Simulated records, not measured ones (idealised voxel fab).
Module name: voxel self aligned contacts (process module)
Section cut is 265 nm wide and gridded with 5 nm square cells.
A cross-section in this document is a grid of square cells, and it is written down as bands, the top band listed before the ones below it; a band is made up of one or more rows of cells.
The band entry comprises the height of the band's top followed by the height of its bottom, expressed in nm, and subsequently the band's materials from left to right, each stated together with its width in nm. Where a single material is marked with the word "edge to edge", that material fills the band from edge to edge. The word "blank" represents empty space.
Where do heights start? At 0: under that level the wafer as delivered is made of one material only. And the lowest band has no floor; it just carries on downward, as in "0 and below".
Width: "30..40" (first number = top row, second number = bottom row, same change from row to row of cells).
"changes: none" for a step: no cell of the cross-section changed in that step.
Under "Closed void inventory" you'll find the enclosed gaps, the ones with no way out to the top, that are 8 cells or bigger; each reads width x height at distance, with distance counted from the left edge, everything in nm.
Where a step's line continues beyond its settings, the continuation is a remark by the simulator itself on that step.
You can add "overlay nm" to a step's line. For a step with a mask, it describes how far the mask lay to the right of its planned position, and a negative number describes a lay to the left.

**These are the steps we planned for the process**
1) RECEIVE [material Si]
2) OXIDIZE [depth nm 5]
3) DIRECTIONAL_DEP [material polySi] [thk nm 20]
4) DIRECTIONAL_DEP [material SiN] [thk nm 15]
5) PATTERN [tone cover] [mask id GATE] [material resist] [width nm 35] [pitch nm 70] [thk nm 20] [overlay nm 0]
6) DIRECTIONAL_ETCH [etch materials SiN] [depth nm 15]
7) DIRECTIONAL_ETCH [etch materials polySi] [depth nm 20]
8) STRIP [etch materials resist]
9) CONFORMAL_DEP [material SiN] [thk nm 5]
10) DIRECTIONAL_ETCH [etch materials SiN] [depth nm 5]
11) FILL_DEP [material SiO2] [thk nm 15]
12) CMP [height nm 40]
13) PATTERN [tone open] [mask id CONTACT] [material resist] [width nm 45] [thk nm 15] [overlay nm 0]
14) DIRECTIONAL_ETCH [etch materials SiO2] [depth nm 45]
15) STRIP [etch materials resist]
16) CONFORMAL_DEP [material TiN] [thk nm 5]
17) FILL_DEP [material Ru] [thk nm 5]
18) CMP [height nm 40]
19) CONFORMAL_DEP [material SiN] [thk nm 5]

**Wafer at receipt (post step 1), cross-section**
	0 and below = Si edge to edge
	Closed void inventory: none

**Wafer cross-section at module end: first of two, run to plan**
	45 down to 40 = SiN edge to edge
	40 down to 35 = 110 of SiO2, 15 of TiN, 15 of Ru, 15 of TiN, 110 of SiO2
	35 down to 20 = 75 of SiO2, 45 of SiN, 5 of TiN, 15 of Ru, 5 of TiN, 45 of SiN, 75 of SiO2
	20 down to 0 = 75 of SiO2, 5 of SiN, 35 of polySi, 5 of SiN, 5 of TiN, 15 of Ru, 5 of TiN, 5 of SiN, 35 of polySi, 5 of SiN, 75 of SiO2
	0 down to -5 = 120 of SiO2, 25 of TiN, 120 of SiO2
	-5 and below = Si edge to edge
	Closed void inventory: none

**Here is the second of the two wafers cut open at the end of the module - same start, same plan as the first one, but we made one mistake running it**
	45 down to 40 = SiN edge to edge
	40 down to 35 = 110 of SiO2, 15 of TiN, 15 of Ru, 15 of TiN, 110 of SiO2
	35 down to 20 = 75 of SiO2, 45 of SiN, 5 of TiN, 15 of Ru, 5 of TiN, 45 of SiN, 75 of SiO2
	20 down to 5 = 75 of SiO2, 5 of SiN, 35 of polySi, 5 of SiN, 5 of TiN, 15 of Ru, 5 of TiN, 5 of SiN, 35 of polySi, 5 of SiN, 75 of SiO2
	5 down to 0 = 75 of SiO2, 5 of SiN, 35 of polySi, 5 of SiN, 25 of TiN, 5 of SiN, 35 of polySi, 5 of SiN, 75 of SiO2
	0 and below = Si edge to edge
	Closed void inventory: none
Heads up, the wafer didn't run the way we planned it: plan step 2 was not performed, having been skipped
Upon completion, the second wafer contains, in terms of cells, a greater or smaller amount of certain materials than the first wafer: Ru -3; Si +53; SiO2 -48; TiN -2
